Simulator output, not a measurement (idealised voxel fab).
process module | voxel self aligned contacts
cross-section cut | 225 nm wide | cells 5 nm
A cross-section is a grid of square cells, given in bands from the top down. A band is one or more rows of cells.
Each band's line starts with the height of the band's top and of its bottom, in nm. Then come its materials from left to right, each with its width in nm. One material with "throughout" fills the band from edge to edge. "air" is empty space.
Height 0 is the level under which the wafer as received is all one material. The lowest band goes on downwards, as in "0 down".
A width such as "30 to 40" changes by the same amount from each row of cells to the next, from the band's top row to its bottom row.
"no change" after a step means that no cell of the cross-section changed.
closed voids: empty space of 8 cells or more with no open way to the top, each as width x height at its distance from the left edge, in nm
after a step's settings: what the simulator itself notes on the step
overlay nm, on a step with a mask: how far to the right of its planned place the mask lay; to the left if negative
plan
1 op RECEIVE | material Si
2 op OXIDIZE | depth nm 5
3 op DIRECTIONAL_DEP | material polySi | thk nm 20
4 op DIRECTIONAL_DEP | material SiN | thk nm 25
5 op DIRECTIONAL_DEP | material aC | thk nm 10
6 op PATTERN | tone cover | mask id GATE | material resist | width nm 25 | pitch nm 70 | thk nm 25 | overlay nm 0
7 op DIRECTIONAL_ETCH | etch materials aC | depth nm 10
8 op STRIP | etch materials resist
9 op DIRECTIONAL_ETCH | etch materials SiN | depth nm 25
10 op DIRECTIONAL_ETCH | etch materials polySi | depth nm 20
11 op STRIP | etch materials aC
12 op CONFORMAL_DEP | material SiN | thk nm 10
13 op DIRECTIONAL_ETCH | etch materials SiN | depth nm 10
14 op FILL_DEP | material SiO2 | thk nm 15
15 op CMP | height nm 50
16 op DIRECTIONAL_DEP | material aC | thk nm 10
17 op PATTERN | tone open | mask id CONTACT | material resist | width nm 55 | pitch nm 70 | thk nm 30 | overlay nm 0
18 op DIRECTIONAL_ETCH | etch materials aC | depth nm 10
19 op STRIP | etch materials resist
20 op DIRECTIONAL_ETCH | etch materials SiO2 | depth nm 55
21 op STRIP | etch materials aC
22 op CONFORMAL_DEP | material TiN | thk nm 5
23 op FILL_DEP | material Ru | thk nm 10
24 op CMP | height nm 50
25 op CONFORMAL_DEP | material SiN | thk nm 5
as received, after step 1
  0 down: Si throughout
  closed voids: none
a wafer at the end: this start, this plan, one mistake
  55 to 50: SiN throughout
  50 to 45: SiO2 50 | TiN 20 | Ru 15 | TiN 20 | SiO2 15 | TiN 20 | Ru 15 | TiN 20 | SiO2 50
  45 to 20: SiO2 20 | SiN 45 | TiN 5 | Ru 15 | TiN 5 | SiN 45 | TiN 5 | Ru 15 | TiN 5 | SiN 45 | SiO2 20
  20 to 15: SiO2 20 | SiN 10 | polySi 25 | SiN 10 | TiN 5 | Ru 15 | TiN 5 | SiN 10 | polySi 25 | SiN 10 | TiN 5 | Ru 15 | TiN 5 | SiN 10 | polySi 25 | SiN 10 | SiO2 20
  15 to 10: SiO2 20 | SiN 10 | polySi 25 | SiN 10 | TiN 25 | SiN 10 | polySi 25 | SiN 10 | TiN 25 | SiN 10 | polySi 25 | SiN 10 | SiO2 20
  10 to 0: SiN 30 | polySi 25 | SiN 45 | polySi 25 | SiN 45 | polySi 25 | SiN 30
  0 to -5: SiO2 throughout
  -5 down: Si throughout
  closed voids: none
what went wrong: steps 12 and 13 were swapped
